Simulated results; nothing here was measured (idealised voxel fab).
voxel released beams: a process module
Each square cell in cross-section cut measures 5 nm, and the section as a whole is 185 nm wide.
Notation: cross-section as square-cell grid; stated in bands, top first, going down; one or more cell rows per band.
Look at the band entry: it leads with the top's height and the bottom's height in nm. Then it lists the materials left to right, with a width in nm for each. The word "everywhere" on a single material says that material fills the band edge to edge. The word "blank" is empty space.
Counting heights begins at 0, where everything beneath is, in the wafer as received, one material. The lowest band has no bottom; it goes on downwards, as "0 down" shows.
The notation "30..40" denotes a width that varies across the rows of cells in the band, beginning at the first number in the top row, finishing at the second number in the bottom row, and changing by an identical amount from each row to the next.
The designation "nothing was modified", where it is given for a processing step, indicates that no cell of the cross-section was altered in the course of that step.
Empty spaces counting at least 8 cells and having no open way to the top are listed in "Closed void catalog". The notation width x height at distance is used for each, the distance being from the left edge and all three values in nm.
On a step's line, text after the settings is the simulator commenting on that step.
overlay nm: for a step with a mask, the amount by which the mask lay right of where it was planned; a negative amount means left of it.

### Below is the list of planned process steps
1: RECEIVE | material Si
2: CONFORMAL_DEP | material SiN | thk nm 5
3: DIRECTIONAL_DEP | material SiO2 | thk nm 15
4: PATTERN | tone open | mask id ANCHOR | material resist | width nm 30 | thk nm 20 | overlay nm -15
5: DIRECTIONAL_ETCH | etch materials SiO2 | depth nm 15
6: STRIP | etch materials resist
7: CONFORMAL_DEP | material TiN | thk nm 10
8: MASKED_ETCH | tone cover | mask id BEAM | width nm 95 | etch materials TiN | depth nm 10 | overlay nm 0
9: STRIP | etch materials SiO2
The value of overlay nm given for step 4 in the plan refers to the first wafer; the wafers vary in this setting and are alike at the start.

### First wafer of several, as received: cross-section after step 1
> 0 down: Si everywhere
> Closed void catalog: none

### Module end state after final step 9: cross-section of the first of several wafers
> 30 to 20: 50 of blank; 85 of TiN; 50 of blank
> 20 to 15: 30 of blank; 10 of TiN; 10 of blank; 10 of TiN; 125 of blank
> 15 to 5: 30 of blank; 30 of TiN; 125 of blank
> 5 to 0: SiN everywhere
> 0 down: Si everywhere
> Closed void catalog: none

### A cross-section through the last wafer at the close of the module
> 30 to 20: 40 of blank; 30 of TiN; 10 of blank; 55 of TiN; 50 of blank
> 20 to 15: 60 of blank; 10 of TiN; 10 of blank; 10 of TiN; 95 of blank
> 15 to 5: 60 of blank; 30 of TiN; 95 of blank
> 5 to 0: SiN everywhere
> 0 down: Si everywhere
> Closed void catalog: none

### Per wafer, end of module: cells gained (+) or lost (-) per material since receipt, then closed voids
overlay nm -15 | +37 SiN | +50 TiN | Closed void catalog: none
overlay nm -10 | +37 SiN | +50 TiN | Closed void catalog: none
overlay nm -5 | +37 SiN | +50 TiN | Closed void catalog: none
overlay nm 0 | +37 SiN | +50 TiN | Closed void catalog: none
overlay nm 5 | +37 SiN | +50 TiN | Closed void catalog: none
overlay nm 10 | +37 SiN | +50 TiN | Closed void catalog: none
overlay nm 15 | +37 SiN | +50 TiN | Closed void catalog: none
